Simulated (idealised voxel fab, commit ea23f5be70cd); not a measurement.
Title: Process Module voxel transistor to metal
Pictured: cross-section cut, 185 nm wide, on a grid of 5 nm square cells.
In this document a cross-section is written as a grid of square cells. It is given as a series of bands, listed from the top down, and a band is one or more rows of cells. Heads up on the band format: heights come first, top then bottom, in nm. After that it's the materials left to right, each with its width in nm. A single material flagged "throughout" fills the whole band edge to edge, and "empty" means there's empty space there. Height reference: 0 = level under which incoming wafer is all one material. Lowest band: no bottom, runs on downward, e.g. "0 and below". Think of "30->40" as a width that walks from the first number to the second as you go down the band, top row to bottom row, taking equal-sized steps from row to row. No cell of the cross-section changed in a step that is given as "no modifications". Closed empty spaces (no open way to the top) of 8 cells or more are what "Entrapped void list" lists, each as width x height at distance from the left edge, nm for all three. Note: text after step settings on the step line = simulator remark on that step. If you see "overlay nm" on a step's line and that step has a mask, it's telling you how far right of where it was planned the mask ended up; a negative number means it went left instead.

So here's the lineup of process steps we planned
1) RECEIVE [material Si]
2) CONFORMAL_DEP [material SiO2] [thk nm 5]
3) CONFORMAL_DEP [material SiN] [thk nm 10]
4) MASKED_ETCH [tone cover] [mask id ACTIVE] [width nm 105] [etch materials SiN] [depth nm 10] [overlay nm 0]
5) MASKED_ETCH [tone cover] [mask id ACTIVE] [width nm 105] [etch materials SiO2] [depth nm 5] [overlay nm 0]
6) MASKED_ETCH [tone cover] [mask id ACTIVE] [width nm 105] [etch materials Si] [depth nm 20] [overlay nm 0]
7) OXIDIZE [depth nm 5]
8) FILL_DEP [material SiO2] [thk nm 5]
9) CMP [height nm 15]
10) SELECTIVE_ETCH [etch materials SiO2] [depth nm 10]
11) STRIP [etch materials SiN]
12) SELECTIVE_ETCH [etch materials SiO2] [depth nm 5]
13) OXIDIZE [depth nm 5]
14) DIRECTIONAL_DEP [material polySi] [thk nm 25]
15) DIRECTIONAL_DEP [material SiCN] [thk nm 15]
16) DIRECTIONAL_DEP [material aC] [thk nm 10]
17) PATTERN [tone cover] [mask id GATE] [material resist] [width nm 15] [thk nm 30] [overlay nm 0]
18) DIRECTIONAL_ETCH [etch materials aC] [depth nm 10]
19) STRIP [etch materials resist]
20) DIRECTIONAL_ETCH [etch materials SiCN] [depth nm 25]
21) DIRECTIONAL_ETCH [etch materials polySi] [depth nm 35]
22) STRIP [etch materials aC]
23) CONFORMAL_DEP [material SiO2] [thk nm 5]
24) DIRECTIONAL_ETCH [etch materials SiO2] [depth nm 5]
25) CONFORMAL_DEP [material SiN] [thk nm 5]
26) DIRECTIONAL_ETCH [etch materials SiN] [depth nm 5]
27) DIRECTIONAL_ETCH [etch materials SiO2] [depth nm 5]
28) DIRECTIONAL_ETCH [etch materials Si] [depth nm 5]
29) EPI [material pSi] [thk nm 10]
30) FILL_DEP [material SiO2] [thk nm 10]
31) CMP [height nm 40]
32) DIRECTIONAL_DEP [material SiO2] [thk nm 10]
33) PATTERN [tone open] [mask id CONTACT] [material resist] [width nm 20] [pitch nm 75] [thk nm 15] [overlay nm 0]
34) DIRECTIONAL_ETCH [etch materials SiO2] [depth nm 50]
35) STRIP [etch materials resist]
36) CONFORMAL_DEP [material TiN] [thk nm 5]
37) FILL_DEP [material W] [thk nm 10]
38) CMP [height nm 50]
39) DIRECTIONAL_DEP [material TiN] [thk nm 5]
40) DIRECTIONAL_DEP [material Ru] [thk nm 25]
41) DIRECTIONAL_DEP [material aC] [thk nm 10]
42) PATTERN [tone cover] [mask id METAL_1] [material resist] [width nm 20] [pitch nm 75] [thk nm 30] [overlay nm 0]
43) DIRECTIONAL_ETCH [etch materials aC] [depth nm 10]
44) STRIP [etch materials resist]
45) DIRECTIONAL_ETCH [etch materials Ru] [depth nm 25]
46) DIRECTIONAL_ETCH [etch materials TiN] [depth nm 5]
47) STRIP [etch materials aC]
48) CONFORMAL_DEP [material SiN] [thk nm 5]
49) FILL_DEP [material lowk] [thk nm 5]
50) CMP [height nm 80]
51) CONFORMAL_DEP [material SiCN] [thk nm 5]

Wafer as received: cross-section following step 1
0 and below = Si throughout
Entrapped void list: none

Looking at the first of two wafers in cross-section at end of module - ran to plan
85 down to 80 = SiCN throughout
80 down to 55 = lowk 40 / SiN 5 / Ru 20 / SiN 5 / lowk 45 / SiN 5 / Ru 20 / SiN 5 / lowk 40
55 down to 50 = SiN 45 / TiN 20 / SiN 55 / TiN 20 / SiN 45
50 down to 40 = SiO2 45 / TiN 5 / W 10 / TiN 5 / SiO2 55 / TiN 5 / W 10 / TiN 5 / SiO2 45
40 down to 25 = SiO2 45 / TiN 5 / W 10 / TiN 5 / SiO2 10 / SiN 5 / SiO2 5 / SiCN 15 / SiO2 5 / SiN 5 / SiO2 10 / TiN 5 / W 10 / TiN 5 / SiO2 45
25 down to 5 = SiO2 45 / TiN 5 / W 10 / TiN 5 / SiO2 10 / SiN 5 / SiO2 5 / polySi 15 / SiO2 5 / SiN 5 / SiO2 10 / TiN 5 / W 10 / TiN 5 / SiO2 45
5 down to 0 = SiO2 45 / TiN 20 / pSi 10 / SiN 5 / SiO2 5 / polySi 15 / SiO2 5 / SiN 5 / pSi 10 / TiN 20 / SiO2 45
0 down to -5 = SiO2 40 / pSi 35 / SiO2 35 / pSi 35 / SiO2 40
-5 down to -10 = SiO2 45 / pSi 30 / Si 35 / pSi 30 / SiO2 45
-10 down to -25 = SiO2 45 / Si 95 / SiO2 45
-25 and below = Si throughout
Entrapped void list: none

Cross-sectional image of the second wafer of the two following completion of the module. Starting state and process plan were the same as for the first wafer; one execution error occurred
85 down to 80 = SiCN throughout
80 down to 55 = lowk 40 / SiN 5 / Ru 20 / SiN 5 / lowk 45 / SiN 5 / Ru 20 / SiN 5 / lowk 40
55 down to 50 = SiN 45 / TiN 20 / SiN 55 / TiN 20 / SiN 45
50 down to 40 = SiO2 45 / TiN 5 / W 10 / TiN 5 / SiO2 55 / TiN 5 / W 10 / TiN 5 / SiO2 45
40 down to 25 = SiO2 45 / TiN 5 / W 10 / TiN 5 / SiO2 10 / SiN 5 / SiO2 5 / SiCN 15 / SiO2 5 / SiN 5 / SiO2 10 / TiN 5 / W 10 / TiN 5 / SiO2 45
25 down to 5 = SiO2 45 / TiN 5 / W 10 / TiN 5 / SiO2 10 / SiN 5 / SiO2 5 / polySi 15 / SiO2 5 / SiN 5 / SiO2 10 / TiN 5 / W 10 / TiN 5 / SiO2 45
5 down to 0 = SiO2 45 / TiN 20 / SiO2 10 / SiN 5 / SiO2 5 / polySi 15 / SiO2 5 / SiN 5 / SiO2 10 / TiN 20 / SiO2 45
0 down to -5 = SiO2 35 / pSi 40 / SiO2 35 / pSi 40 / SiO2 35
-5 down to -25 = SiO2 45 / Si 95 / SiO2 45
-25 and below = Si throughout
Entrapped void list: none
Where did the run depart from the plan? steps 28 and 29 traded places in the executed sequence
Upon completion, the second wafer contains, in terms of cells, a greater or smaller amount of certain materials than the first wafer: +12 Si; +2 SiO2; -14 pSi
